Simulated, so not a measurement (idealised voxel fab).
process module | voxel fin reveal
Section cut is 265 nm wide and gridded with 5 nm square cells.
For the purposes of this document, a cross-section shall be understood as a grid of square cells, specified as bands listed in top-to-bottom order, each band consisting of one or more rows of cells.
Basically the band line says how high the top is and how high the bottom is, in nm, and then what's in it from left to right, every material with its width in nm. Empty space shows up as "blank", and if a single material carries "throughout" it runs the full band edge to edge.
Heights from 0 (as-received wafer is one material below). Bottom band endless downward, as "from 0 down".
Think of "30..40" as a width that walks from the first number to the second as you go down the band, top row to bottom row, taking equal-sized steps from row to row.
Basically "nothing changed" means that step didn't change any cell in the cross-section.
Look at "Fully enclosed voids" for the closed voids: empty spaces with no open path to the top, sized 8 cells or up. Each is width x height at distance, distance from the left edge, all nm.
Heads up: the bit after the settings on a step's line is the simulator's remark on that step.
overlay nm: mask offset rightward from planned place, masked step; negative means leftward offset.

# The planned process steps are enumerated hereunder
| 1 | RECEIVE (material Si) |
| 2 | CONFORMAL_DEP (material SiN; thk nm 5) |
| 3 | MASKED_ETCH (tone cover; mask id FINS; width nm 15; pitch nm 35; etch materials SiN; depth nm 5; overlay nm 0) |
| 4 | MASKED_ETCH (tone cover; mask id FINS; width nm 15; pitch nm 35; etch materials Si; depth nm 30; overlay nm 0) |
| 5 | OXIDIZE (depth nm 5) |
| 6 | FILL_DEP (material SiO2; thk nm 10) |
| 7 | CMP (height nm 5) |
| 8 | SELECTIVE_ETCH (etch materials SiO2; depth nm 15) |
| 9 | STRIP (etch materials SiN) |
| 10 | CONFORMAL_DEP (material SiO2; thk nm 5) |

# On the first of the two wafers: run conducted according to plan

# As received (post step 1): cross-section
> from 0 down: Si throughout
> Fully enclosed voids: none

# Take a look at the wafer's cross-section after step 2
> from 5 to 0: SiN throughout
> For the remainder of the cross-section, below 0, there is no change.

# Take a look at the wafer's cross-section after step 3
> from 5 to 0: blank 105 nm; SiN 15 nm; blank 20 nm; SiN 15 nm; blank 110 nm
> For the remainder of the cross-section, below 0, there is no change.

# Take a look at the wafer's cross-section after step 4
> from 5 to 0: blank 105 nm; SiN 15 nm; blank 20 nm; SiN 15 nm; blank 110 nm
> from 0 to -30: blank 105 nm; Si 15 nm; blank 20 nm; Si 15 nm; blank 110 nm
> For the remainder of the cross-section, below -30, there is no change.

# Take a look at the wafer's cross-section after step 5
> from 5 to 0: blank 105 nm; SiN 15 nm; blank 20 nm; SiN 15 nm; blank 110 nm
> from 0 to -30: blank 105 nm; SiO2 5 nm; Si 5 nm; SiO2 5 nm; blank 20 nm; SiO2 5 nm; Si 5 nm; SiO2 5 nm; blank 110 nm
> from -30 to -35: SiO2 110 nm; Si 5 nm; SiO2 30 nm; Si 5 nm; SiO2 115 nm
> For the remainder of the cross-section, below -35, there is no change.

# Take a look at the wafer's cross-section after step 6
> from 15 to 5: SiO2 throughout
> from 5 to 0: SiO2 105 nm; SiN 15 nm; SiO2 20 nm; SiN 15 nm; SiO2 110 nm
> from 0 to -35: SiO2 110 nm; Si 5 nm; SiO2 30 nm; Si 5 nm; SiO2 115 nm
> For the remainder of the cross-section, below -35, there is no change.

# Take a look at the wafer's cross-section after step 7
> from 5 to 0: SiO2 105 nm; SiN 15 nm; SiO2 20 nm; SiN 15 nm; SiO2 110 nm
> For the remainder of the cross-section, below 0, there is no change.

# Take a look at the wafer's cross-section after step 8
> from 5 to 0: blank 105 nm; SiN 15 nm; blank 20 nm; SiN 15 nm; blank 110 nm
> from 0 to -10: blank 110 nm; Si 5 nm; blank 30 nm; Si 5 nm; blank 115 nm
> For the remainder of the cross-section, below -10, there is no change.

# Take a look at the wafer's cross-section after step 9
> from 0 to -10: blank 110 nm; Si 5 nm; blank 30 nm; Si 5 nm; blank 115 nm
> For the remainder of the cross-section, below -10, there is no change.

# Take a look at the wafer's cross-section after step 10
> from 5 to 0: blank 105 nm; SiO2 15 nm; blank 20 nm; SiO2 15 nm; blank 110 nm
> from 0 to -5: blank 105 nm; SiO2 5 nm; Si 5 nm; SiO2 5 nm; blank 20 nm; SiO2 5 nm; Si 5 nm; SiO2 5 nm; blank 110 nm
> from -5 to -35: SiO2 110 nm; Si 5 nm; SiO2 30 nm; Si 5 nm; SiO2 115 nm
> For the remainder of the cross-section, below -35, there is no change.

# Second wafer: same start and same plan as the first, one execution error; identical to the first through step 3

# What the second wafer looks like in cross-section when step 4 should have wrapped up
> from 5 to 0: blank 105 nm; SiN 15 nm; blank 20 nm; SiN 15 nm; blank 110 nm
> from 0 to -20: blank 105 nm; Si 15 nm; blank 20 nm; Si 15 nm; blank 110 nm
> For the remainder of the cross-section, below -20, there is no change.

# What the second wafer looks like in cross-section when step 5 should have wrapped up
> from 5 to 0: blank 105 nm; SiN 15 nm; blank 20 nm; SiN 15 nm; blank 110 nm
> from 0 to -20: blank 105 nm; SiO2 5 nm; Si 5 nm; SiO2 5 nm; blank 20 nm; SiO2 5 nm; Si 5 nm; SiO2 5 nm; blank 110 nm
> from -20 to -25: SiO2 110 nm; Si 5 nm; SiO2 30 nm; Si 5 nm; SiO2 115 nm
> For the remainder of the cross-section, below -25, there is no change.

# What the second wafer looks like in cross-section when step 6 should have wrapped up
> from 15 to 5: SiO2 throughout
> from 5 to 0: SiO2 105 nm; SiN 15 nm; SiO2 20 nm; SiN 15 nm; SiO2 110 nm
> from 0 to -25: SiO2 110 nm; Si 5 nm; SiO2 30 nm; Si 5 nm; SiO2 115 nm
> For the remainder of the cross-section, below -25, there is no change.

# What the second wafer looks like in cross-section when step 7 should have wrapped up
> from 5 to 0: SiO2 105 nm; SiN 15 nm; SiO2 20 nm; SiN 15 nm; SiO2 110 nm
> For the remainder of the cross-section, below 0, there is no change.

# What the second wafer looks like in cross-section when step 8 should have wrapped up
> from 5 to 0: blank 105 nm; SiN 15 nm; blank 20 nm; SiN 15 nm; blank 110 nm
> from 0 to -10: blank 110 nm; Si 5 nm; blank 30 nm; Si 5 nm; blank 115 nm
> For the remainder of the cross-section, below -10, there is no change.

# What the second wafer looks like in cross-section when step 9 should have wrapped up
> from 0 to -10: blank 110 nm; Si 5 nm; blank 30 nm; Si 5 nm; blank 115 nm
> For the remainder of the cross-section, below -10, there is no change.

# What the second wafer looks like in cross-section when step 10 should have wrapped up
> from 5 to 0: blank 105 nm; SiO2 15 nm; blank 20 nm; SiO2 15 nm; blank 110 nm
> from 0 to -5: blank 105 nm; SiO2 5 nm; Si 5 nm; SiO2 5 nm; blank 20 nm; SiO2 5 nm; Si 5 nm; SiO2 5 nm; blank 110 nm
> from -5 to -25: SiO2 110 nm; Si 5 nm; SiO2 30 nm; Si 5 nm; SiO2 115 nm
> For the remainder of the cross-section, below -25, there is no change.
It is concluded that the wafer was processed incorrectly with respect to the plan, in that it should be noted that step 4 was executed with settings other than those planned, the operation and settings actually applied being MASKED_ETCH (tone cover; mask id FINS; width nm 15; pitch nm 35; etch materials Si; depth nm 20; overlay nm 0)
Upon completion, the second wafer contains, in terms of cells, a greater or smaller amount of certain materials than the first wafer: Si: 102 more | SiO2: 102 fewer
